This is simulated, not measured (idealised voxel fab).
Module name: voxel ribs on slabs (process module)
The width of the displayed cross-section, cut, is 145 nm; its cells are square, with a size of 5 nm.
Heads up, the way a cross-section reads in here is a grid of square cells, handed over as bands from the top down, with every band being one or more rows of cells.
Top height, bottom height, nm. Materials left to right, width each, nm. Single material + "throughout" = fills band edge to edge. "air" = empty.
It should be noted that heights are counted from 0, beneath which the wafer as supplied is of one material throughout, and that the lowest band possesses no lower boundary but continues downward, as written in "top 0, no bottom".
The two numbers in a width such as "30..40" mark its ends across the band: the first belongs to the top row of cells, the second to the bottom row, and from each row to the next the width moves by the same amount.
"all unchanged" for a step: no cell of the cross-section changed in that step.
The label "closed voids" introduces a list of the empty spaces, 8 cells or larger, that have no open way up to the top; each entry in it reads width x height at distance, where the distance is taken from the left edge and all three are stated in nm.
Post-settings text on a step line: simulator's own remark regarding the step.
The setting "overlay nm" may be written on the line of a step. When the step uses a mask, the value reports how far to the right of the planned place the mask lay, and a negative value reports that it lay to the left.

Set out below are the planned steps of the process:
- 1: op RECEIVE | material Si
- 2: op DIRECTIONAL_DEP | material SiO2 | thk nm 30
- 3: op DIRECTIONAL_DEP | material polySi | thk nm 15
- 4: op MASKED_ETCH | tone cover | mask id RIB | width nm 25 | etch materials polySi | depth nm 5 | overlay nm 0
- 5: op PATTERN | tone cover | mask id SLAB | material resist | width nm 65 | thk nm 20 | overlay nm 0
- 6: op DIRECTIONAL_ETCH | etch materials polySi | depth nm 10
- 7: op STRIP | etch materials resist
- 8: op FILL_DEP | material SiO2 | thk nm 30
- 9: op CMP | height nm 65
- 10: op DIRECTIONAL_DEP | material TiN | thk nm 10
- 11: op PATTERN | tone cover | mask id HEATER | material resist | width nm 35 | thk nm 15 | overlay nm 0
- 12: op DIRECTIONAL_ETCH | etch materials TiN | depth nm 10
- 13: op STRIP | etch materials resist
- 14: op CONFORMAL_DEP | material SiO2 | thk nm 5

Wafer as received: cross-section following step 1:
top 0, no bottom | Si throughout
closed voids: none

Module complete, cross-section. Starting point and plan per above. One mistake made in running the module:
top 80, bottom 75 | air: 50  SiO2: 45  air: 50
top 75, bottom 70 | air: 50  SiO2: 5  TiN: 35  SiO2: 5  air: 50
top 70, bottom 65 | SiO2: 55  TiN: 35  SiO2: 55
top 65, bottom 60 | SiO2: 40  polySi: 65  SiO2: 40
top 60, bottom 0 | SiO2 throughout
top 0, no bottom | Si throughout
closed voids: none
What broke from the plan during processing? plan step 2 was conducted twice
